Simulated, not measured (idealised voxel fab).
Title: Process Module voxel double patterning
Cross-section cut: width 225 nm, square cells of 5 nm.
A cross-section in this document is a grid of square cells, and it is written down as bands, the top band listed before the ones below it; a band is made up of one or more rows of cells.
It is stipulated that each band's entry specify, in nanometres, the height of the top of the band and then that of its bottom, followed by the materials of the band in left-to-right sequence, each together with its width in nanometres. A single material marked by the word "everywhere" is understood to fill the band from edge to edge; the word "air" is understood to denote empty space.
Heights are measured from 0, the level below which the as-received wafer is all one material; the lowest band has no bottom and continues downward, written as in "0..down".
Width spec "30->40" -> top row of cells at first value, bottom row at second value, equal per-row change in between.
Given "remained the same" for a step, no cell of the cross-section differs between before and after that step.
"Enclosed void inventory" - sealed voids, min. 8 cells, no opening to top; format: width x height at distance (distance from left edge; nm throughout).
Formally, on a step line, whatever follows the settings is a remark that the simulator itself makes on the step.
overlay nm: on a step with a mask, how far right of its planned place the mask lay; negative means left.

Here's what the planned process steps look like:
1. RECEIVE [material Si]
2. CONFORMAL_DEP [material SiO2] [thk nm 5]
3. DIRECTIONAL_DEP [material W] [thk nm 20]
4. DIRECTIONAL_DEP [material SiCN] [thk nm 10]
5. DIRECTIONAL_DEP [material aC] [thk nm 15]
6. PATTERN [tone open] [mask id FIRST] [material resist] [width nm 15] [pitch nm 50] [thk nm 35] [overlay nm 0]
7. DIRECTIONAL_ETCH [etch materials aC] [depth nm 15]
8. STRIP [etch materials resist]
9. DIRECTIONAL_ETCH [etch materials SiCN] [depth nm 10]
10. STRIP [etch materials aC]
11. DIRECTIONAL_DEP [material aC] [thk nm 10]
12. PATTERN [tone open] [mask id SECOND] [material resist] [width nm 15] [thk nm 25] [overlay nm 0]
13. DIRECTIONAL_ETCH [etch materials aC] [depth nm 10]
14. STRIP [etch materials resist]
15. DIRECTIONAL_ETCH [etch materials SiCN] [depth nm 10]
16. STRIP [etch materials aC]
17. DIRECTIONAL_ETCH [etch materials W] [depth nm 20]
18. STRIP [etch materials SiCN]

This is the cross-section of the wafer as we received it, i.e. after step 1:
	0..down: Si everywhere
	Enclosed void inventory: none

Here's the cross-section of the first of our two wafers at the end of the module - it ran as planned:
	25..5: W (80) / air (15) / W (10) / air (15) / W (10) / air (15) / W (80)
	5..0: SiO2 everywhere
	0..down: Si everywhere
	Enclosed void inventory: none

Second wafer of the two, sectioned at the end of the module. It began like the first and followed the same plan, but one mistake was made while running it:
	25..5: air (105) / W (15) / air (105)
	5..0: SiO2 everywhere
	0..down: Si everywhere
	Enclosed void inventory: none
It is concluded that the wafer was processed incorrectly with respect to the plan, in that contrary to plan, step 12 was performed as PATTERN [tone cover] [mask id SECOND] [material resist] [width nm 15] [thk nm 25] [overlay nm 0]
It is noted that, at the conclusion of processing, the second wafer exhibits a higher or lower cell count for certain materials relative to the first: 132 fewer of W
